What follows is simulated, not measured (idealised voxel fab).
The document below concerns the process module designated voxel wiring stack.
Cross-section cut: width 230 nm, square cells of 5 nm.
When this document writes out a cross-section, it uses a grid of square cells and lists it as bands, beginning at the top and moving down, with a band standing for one or more rows of cells. The band entry comprises the height of the band's top followed by the height of its bottom, expressed in nm, and subsequently the band's materials from left to right, each stated together with its width in nm. Where a single material is marked with the word "all across", that material fills the band from edge to edge. The word "blank" represents empty space. The level at which height equals 0 is the one under which the wafer, as it arrives, is entirely one material. No lower edge exists for the bottom band, which continues downward and is notated as in "top 0, no bottom". Note: "30..40" means the width goes from the first number (top row of the band) to the second number (bottom row) in equal steps per row of cells. Key: "everything unchanged" - step with no changed cell in the cross-section. "Catalogued sealed voids" means: voids of 8 cells or more that are shut off from the top with no open way through. Written width x height at distance, distance from the left edge, in nm. What comes after the settings on a step's line is commentary from the simulator itself on that step. If you see "overlay nm" on a step's line and that step has a mask, it's telling you how far right of where it was planned the mask ended up; a negative number means it went left instead.

Below is the list of planned process steps:
1,RECEIVE, material Si
2,CONFORMAL_DEP, material SiO2, thk nm 10
3,DIRECTIONAL_DEP, material TiN, thk nm 5
4,DIRECTIONAL_DEP, material Ru, thk nm 25
5,PATTERN, tone cover, mask id METAL_1, material resist, width nm 25, pitch nm 55, thk nm 20, overlay nm 0
6,DIRECTIONAL_ETCH, etch materials Ru, depth nm 25
7,DIRECTIONAL_ETCH, etch materials TiN, depth nm 5
8,STRIP, etch materials resist
9,FILL_DEP, material SiO2, thk nm 10
10,CMP, height nm 40
11,CONFORMAL_DEP, material SiCN, thk nm 5
12,DIRECTIONAL_DEP, material lowk, thk nm 20
13,MASKED_ETCH, tone open, mask id PLUG_1, width nm 15, pitch nm 55, etch materials lowk, depth nm 20, overlay nm 0
14,MASKED_ETCH, tone open, mask id PLUG_1, width nm 15, pitch nm 55, etch materials SiCN, depth nm 5, overlay nm 0
15,EPI, material Ru, thk nm 10
16,EPI, material Ru, thk nm 10
17,EPI, material Ru, thk nm 5
18,CONFORMAL_DEP, material SiN, thk nm 5
19,DIRECTIONAL_DEP, material lowk, thk nm 20
20,MASKED_ETCH, tone open, mask id METAL_2, width nm 25, pitch nm 55, etch materials lowk, depth nm 20, overlay nm 0
21,MASKED_ETCH, tone open, mask id METAL_2, width nm 25, pitch nm 55, etch materials SiN, depth nm 5, overlay nm 0
22,CONFORMAL_DEP, material TiN, thk nm 5
23,FILL_DEP, material Ru, thk nm 10
24,CMP, height nm 90
25,EPI, material Ru, thk nm 5
26,FILL_DEP, material SiCN, thk nm 5
27,DIRECTIONAL_DEP, material lowk, thk nm 35
28,DIRECTIONAL_DEP, material aC, thk nm 10
29,PATTERN, tone open, mask id METAL_3, material resist, width nm 25, pitch nm 55, thk nm 25, overlay nm 0
30,DIRECTIONAL_ETCH, etch materials aC, depth nm 10
31,STRIP, etch materials resist
32,DIRECTIONAL_ETCH, etch materials lowk, depth nm 20
33,STRIP, etch materials aC
34,DIRECTIONAL_DEP, material aC, thk nm 10
35,PATTERN, tone open, mask id METAL_3_HOLES, material resist, width nm 15, pitch nm 55, thk nm 30, overlay nm 0
36,DIRECTIONAL_ETCH, etch materials aC, depth nm 10
37,STRIP, etch materials resist
38,DIRECTIONAL_ETCH, etch materials lowk, depth nm 15
39,DIRECTIONAL_ETCH, etch materials SiCN, depth nm 5
40,STRIP, etch materials aC
41,CONFORMAL_DEP, material TiN, thk nm 5
42,FILL_DEP, material Cu, thk nm 10
43,CMP, height nm 135
44,CONFORMAL_DEP, material SiN, thk nm 5

As received (post step 1): cross-section:
  top 0, no bottom  Si all across
  Catalogued sealed voids: none

Cross-section, first of two wafers, end of module, run as planned:
  top 140, bottom 135  SiN all across
  top 135, bottom 120  lowk: 75 | TiN: 5 | Cu: 15 | TiN: 5 | lowk: 30 | TiN: 5 | Cu: 15 | TiN: 5 | lowk: 75
  top 120, bottom 115  lowk: 75 | TiN: 5 | Cu: 5 | TiN: 15 | lowk: 30 | TiN: 5 | Cu: 5 | TiN: 15 | lowk: 75
  top 115, bottom 100  lowk: 75 | TiN: 5 | Cu: 5 | TiN: 5 | lowk: 40 | TiN: 5 | Cu: 5 | TiN: 5 | lowk: 85
  top 100, bottom 95  SiCN: 75 | TiN: 15 | SiCN: 40 | TiN: 15 | SiCN: 85
  top 95, bottom 90  SiCN: 70 | Ru: 35 | SiCN: 20 | Ru: 35 | SiCN: 70
  top 90, bottom 70  lowk: 75 | TiN: 5 | Ru: 15 | TiN: 5 | lowk: 30 | TiN: 5 | Ru: 15 | TiN: 5 | lowk: 75
  top 70, bottom 65  SiN: 75 | TiN: 25 | SiN: 30 | TiN: 25 | SiN: 75
  top 65, bottom 45  lowk: 75 | Ru: 15 | lowk: 40 | Ru: 15 | lowk: 85
  top 45, bottom 40  SiCN: 75 | Ru: 15 | SiCN: 40 | Ru: 15 | SiCN: 85
  top 40, bottom 15  SiO2: 75 | Ru: 25 | SiO2: 30 | Ru: 25 | SiO2: 75
  top 15, bottom 10  SiO2: 75 | TiN: 25 | SiO2: 30 | TiN: 25 | SiO2: 75
  top 10, bottom 0  SiO2 all across
  top 0, no bottom  Si all across
  Catalogued sealed voids: none

Cross-section, second wafer: same start as the first, same plan as the first, one mistake in running it; taken at the end of the module:
  top 140, bottom 135  SiN all across
  top 135, bottom 120  lowk: 75 | TiN: 5 | Cu: 15 | TiN: 5 | lowk: 30 | TiN: 5 | Cu: 15 | TiN: 5 | lowk: 75
  top 120, bottom 115  lowk: 75 | TiN: 5 | Cu: 5 | TiN: 15 | lowk: 30 | TiN: 5 | Cu: 5 | TiN: 15 | lowk: 75
  top 115, bottom 100  lowk: 75 | TiN: 5 | Cu: 5 | TiN: 5 | lowk: 40 | TiN: 5 | Cu: 5 | TiN: 5 | lowk: 85
  top 100, bottom 95  SiCN: 75 | TiN: 15 | SiCN: 40 | TiN: 15 | SiCN: 85
  top 95, bottom 90  SiCN: 70 | Ru: 35 | SiCN: 20 | Ru: 35 | SiCN: 70
  top 90, bottom 70  lowk: 75 | TiN: 5 | Ru: 15 | TiN: 5 | lowk: 30 | TiN: 5 | Ru: 15 | TiN: 5 | lowk: 75
  top 70, bottom 65  SiN: 75 | TiN: 25 | SiN: 30 | TiN: 25 | SiN: 75
  top 65, bottom 45  lowk: 75 | Ru: 15 | lowk: 40 | Ru: 15 | lowk: 85
  top 45, bottom 40  SiCN: 75 | Ru: 15 | SiCN: 40 | Ru: 15 | SiCN: 85
  top 40, bottom 15  SiO2: 75 | Ru: 25 | SiO2: 30 | Ru: 25 | SiO2: 75
  top 15, bottom 5  SiO2 all across
  top 5, bottom 0  TiN all across
  top 0, no bottom  Si all across
  Catalogued sealed voids: none
What was the processing mistake? steps 2 and 3: order swapped relative to plan
Looking at both finished wafers in cells, the second ends up ahead of or behind the first on some materials: -36 SiO2, +36 TiN
